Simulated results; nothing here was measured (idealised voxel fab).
The process module that follows is named voxel wiring stack.
Each square cell in cross-section cut measures 5 nm, and the section as a whole is 230 nm wide.
Cross-section spec: square-cell grid; bands listed top down; each band is one or more rows. First you get the band's top height and its bottom height, in nm, and then the materials it's made of, left to right, with each width in nm. If you see a single material with "edge to edge", that one covers the band edge to edge. "blank" is empty space. The reference from which all heights are counted is 0, the level beneath which the as-received wafer is entirely one material; the lowest band, having no lower bound, proceeds downward and is written after the example "0 down". A width given as "30 to 40" starts at the first number in the band's top row and ends at the second number in its bottom row, shifting by an equal amount at every step from row to row. "stayed the same" -> step changed no cross-section cell. "Closed void table" lists enclosed empty spaces (at least 8 cells, no open path upward to the top), each as width x height at distance from the left edge, in nm. Step line, after settings: the simulator's comment on this step. overlay nm: step with mask; distance mask lay right of planned place; negative value = left of planned place.
Process steps foreseen in the plan:
1. RECEIVE with material Si
2. CONFORMAL_DEP with material SiO2, thk nm 10
3. DIRECTIONAL_DEP with material TiN, thk nm 5
4. DIRECTIONAL_DEP with material Ru, thk nm 25
5. PATTERN with tone cover, mask id METAL_1, material resist, width nm 20, pitch nm 35, thk nm 15, overlay nm 0
6. DIRECTIONAL_ETCH with etch materials Ru, depth nm 25
7. DIRECTIONAL_ETCH with etch materials TiN, depth nm 5
8. STRIP with etch materials resist
9. CONFORMAL_DEP with material SiCN, thk nm 5
10. FILL_DEP with material SiO2, thk nm 10
11. CMP with height nm 40
12. CONFORMAL_DEP with material SiCN, thk nm 5
13. DIRECTIONAL_DEP with material SiO2, thk nm 20
14. MASKED_ETCH with tone open, mask id PLUG_1, width nm 15, pitch nm 70, etch materials SiO2, depth nm 20, overlay nm 0
15. MASKED_ETCH with tone open, mask id PLUG_1, width nm 15, pitch nm 70, etch materials SiCN, depth nm 5, overlay nm 0
16. EPI with material Ru, thk nm 10
17. EPI with material Ru, thk nm 10
18. EPI with material Ru, thk nm 5
19. CONFORMAL_DEP with material SiCN, thk nm 5
20. DIRECTIONAL_DEP with material SiO2, thk nm 15
21. DIRECTIONAL_DEP with material aC, thk nm 10
22. PATTERN with tone open, mask id METAL_2, material resist, width nm 20, pitch nm 35, thk nm 25, overlay nm 0
23. DIRECTIONAL_ETCH with etch materials aC, depth nm 10
24. STRIP with etch materials resist
25. DIRECTIONAL_ETCH with etch materials SiO2, depth nm 15
26. DIRECTIONAL_ETCH with etch materials SiCN, depth nm 5
27. STRIP with etch materials aC
28. CONFORMAL_DEP with material TiN, thk nm 5
29. FILL_DEP with material Ru, thk nm 10
30. CMP with height nm 85
31. CONFORMAL_DEP with material SiCN, thk nm 5
32. DIRECTIONAL_DEP with material SiO2, thk nm 20
33. PATTERN with tone open, mask id PLUG_2, material resist, width nm 15, pitch nm 70, thk nm 20, overlay nm 0
34. DIRECTIONAL_ETCH with etch materials SiO2, depth nm 20
35. DIRECTIONAL_ETCH with etch materials SiCN, depth nm 5
36. STRIP with etch materials resist
37. CONFORMAL_DEP with material TiN, thk nm 5
38. FILL_DEP with material Ru, thk nm 5
39. CMP with height nm 110
40. CONFORMAL_DEP with material SiN, thk nm 5
41. DIRECTIONAL_DEP with material lowk, thk nm 20
42. PATTERN with tone open, mask id METAL_3, material resist, width nm 20, pitch nm 35, thk nm 15, overlay nm 0
43. DIRECTIONAL_ETCH with etch materials lowk, depth nm 20
44. DIRECTIONAL_ETCH with etch materials SiN, depth nm 5
45. STRIP with etch materials resist
46. CONFORMAL_DEP with material TiN, thk nm 5
47. FILL_DEP with material Cu, thk nm 5
48. CMP with height nm 135
49. CONFORMAL_DEP with material SiCN, thk nm 5
50. DIRECTIONAL_DEP with material lowk, thk nm 25
51. MASKED_ETCH with tone open, mask id METAL_4_HOLES, width nm 15, pitch nm 35, etch materials lowk, depth nm 25, overlay nm 0
52. MASKED_ETCH with tone open, mask id METAL_4, width nm 20, pitch nm 35, etch materials lowk, depth nm 15, overlay nm 0
53. MASKED_ETCH with tone open, mask id METAL_4, width nm 20, pitch nm 35, etch materials SiCN, depth nm 5, overlay nm 0
54. CONFORMAL_DEP with material TiN, thk nm 5
55. FILL_DEP with material Cu, thk nm 10
56. CMP with height nm 165
57. CONFORMAL_DEP with material SiCN, thk nm 5
The cross-section here shows the wafer as received, i.e. in its state after step 1:
    0 down = Si edge to edge
    Closed void table: none
First wafer of two, sectioned at end of module; run went per plan:
    170 to 165 = SiCN edge to edge
    165 to 155 = lowk=50, TiN=5, Cu=10, TiN=5, lowk=15, TiN=5, Cu=10, TiN=5, lowk=15, TiN=5, Cu=10, TiN=5, lowk=15, TiN=5, Cu=10, TiN=5, lowk=55
    155 to 150 = lowk=50, TiN=5, Cu=5, TiN=10, lowk=15, TiN=5, Cu=5, TiN=10, lowk=15, TiN=5, Cu=5, TiN=10, lowk=15, TiN=5, Cu=5, TiN=10, lowk=55
    150 to 140 = lowk=50, TiN=5, Cu=5, TiN=5, lowk=20, TiN=5, Cu=5, TiN=5, lowk=20, TiN=5, Cu=5, TiN=5, lowk=20, TiN=5, Cu=5, TiN=5, lowk=60
    140 to 135 = SiCN=50, TiN=15, SiCN=20, TiN=15, SiCN=20, TiN=15, SiCN=20, TiN=15, SiCN=60
    135 to 115 = lowk=50, TiN=5, Cu=10, TiN=5, lowk=15, TiN=5, Cu=10, TiN=5, lowk=15, TiN=5, Cu=10, TiN=5, lowk=15, TiN=5, Cu=10, TiN=5, lowk=55
    115 to 110 = SiN=50, TiN=20, SiN=15, TiN=20, SiN=15, TiN=20, SiN=15, TiN=20, SiN=55
    110 to 90 = SiO2=50, TiN=5, Ru=5, TiN=5, SiO2=55, TiN=5, Ru=5, TiN=5, SiO2=95
    90 to 85 = SiCN=50, TiN=15, SiCN=55, TiN=15, SiCN=95
    85 to 70 = SiO2=50, TiN=5, Ru=10, TiN=5, SiO2=15, TiN=5, Ru=10, TiN=5, SiO2=15, TiN=5, Ru=10, TiN=5, SiO2=15, TiN=5, Ru=10, TiN=5, SiO2=55
    70 to 65 = SiCN=50, TiN=20, SiCN=15, TiN=20, SiCN=15, TiN=20, SiCN=15, TiN=20, SiCN=55
    65 to 45 = SiO2=50, Ru=15, SiO2=55, Ru=15, SiO2=95
    45 to 40 = SiCN=50, Ru=15, SiCN=55, Ru=15, SiCN=95
    40 to 15 = SiO2=45, SiCN=5, Ru=20, SiCN=5, SiO2=5, SiCN=5, Ru=20, SiCN=5, SiO2=5, SiCN=5, Ru=20, SiCN=5, SiO2=5, SiCN=5, Ru=20, SiCN=5, SiO2=50
    15 to 10 = SiCN=50, TiN=20, SiCN=15, TiN=20, SiCN=15, TiN=20, SiCN=15, TiN=20, SiCN=55
    10 to 0 = SiO2 edge to edge
    0 down = Si edge to edge
    Closed void table: none
Now the second wafer, cross-sectioned at the end of the module. Nothing different at the start, nothing different in the plan compared with the first, just one mistake when it was actually run:
    170 to 165 = SiCN edge to edge
    165 to 155 = lowk=50, TiN=5, Cu=10, TiN=5, lowk=15, TiN=5, Cu=10, TiN=5, lowk=15, TiN=5, Cu=10, TiN=5, lowk=15, TiN=5, Cu=10, TiN=5, lowk=55
    155 to 150 = lowk=50, TiN=5, Cu=5, TiN=10, lowk=15, TiN=5, Cu=5, TiN=10, lowk=15, TiN=5, Cu=5, TiN=10, lowk=15, TiN=5, Cu=5, TiN=10, lowk=55
    150 to 140 = lowk=50, TiN=5, Cu=5, TiN=5, lowk=20, TiN=5, Cu=5, TiN=5, lowk=20, TiN=5, Cu=5, TiN=5, lowk=20, TiN=5, Cu=5, TiN=5, lowk=60
    140 to 135 = SiCN=50, TiN=15, SiCN=20, TiN=15, SiCN=20, TiN=15, SiCN=20, TiN=15, SiCN=60
    135 to 115 = lowk=50, TiN=5, Cu=10, TiN=5, lowk=15, TiN=5, Cu=10, TiN=5, lowk=15, TiN=5, Cu=10, TiN=5, lowk=15, TiN=5, Cu=10, TiN=5, lowk=55
    115 to 110 = SiN=50, TiN=20, SiN=15, TiN=20, SiN=15, TiN=20, SiN=15, TiN=20, SiN=55
    110 to 90 = SiO2=50, TiN=5, Ru=5, TiN=5, SiO2=55, TiN=5, Ru=5, TiN=5, SiO2=95
    90 to 85 = SiCN=50, TiN=15, SiCN=55, TiN=15, SiCN=95
    85 to 80 = SiO2=50, TiN=5, Ru=10, TiN=5, SiO2=15, TiN=5, Ru=10, TiN=5, SiO2=15, TiN=5, Ru=10, TiN=5, SiO2=15, TiN=5, Ru=10, TiN=5, SiO2=55
    80 to 75 = SiO2=35, SiCN=15, TiN=20, SiCN=10, SiO2=5, TiN=5, Ru=10, TiN=5, SiCN=15, TiN=20, SiCN=10, SiO2=5, TiN=5, Ru=10, TiN=5, SiO2=55
    75 to 70 = SiO2=35, SiCN=5, Ru=35, SiCN=5, SiO2=5, TiN=5, Ru=10, TiN=5, SiCN=5, Ru=35, SiCN=5, SiO2=5, TiN=5, Ru=10, TiN=5, SiO2=55
    70 to 65 = SiCN=40, Ru=35, SiCN=10, TiN=20, SiCN=5, Ru=35, SiCN=10, TiN=20, SiCN=55
    65 to 45 = SiO2=50, Ru=15, SiO2=55, Ru=15, SiO2=95
    45 to 40 = SiCN=50, Ru=15, SiCN=55, Ru=15, SiCN=95
    40 to 15 = SiO2=45, SiCN=5, Ru=20, SiCN=5, SiO2=5, SiCN=5, Ru=20, SiCN=5, SiO2=5, SiCN=5, Ru=20, SiCN=5, SiO2=5, SiCN=5, Ru=20, SiCN=5, SiO2=50
    15 to 10 = SiCN=50, TiN=20, SiCN=15, TiN=20, SiCN=15, TiN=20, SiCN=15, TiN=20, SiCN=55
    10 to 0 = SiO2 edge to edge
    0 down = Si edge to edge
    Closed void table: none
The plan and the run diverged here: note: one of steps 16 and 17 (identical) was run twice; cannot identify which
Looking at both finished wafers in cells, the second ends up ahead of or behind the first on some materials: Ru +20; SiCN +8; SiO2 -20; TiN -8
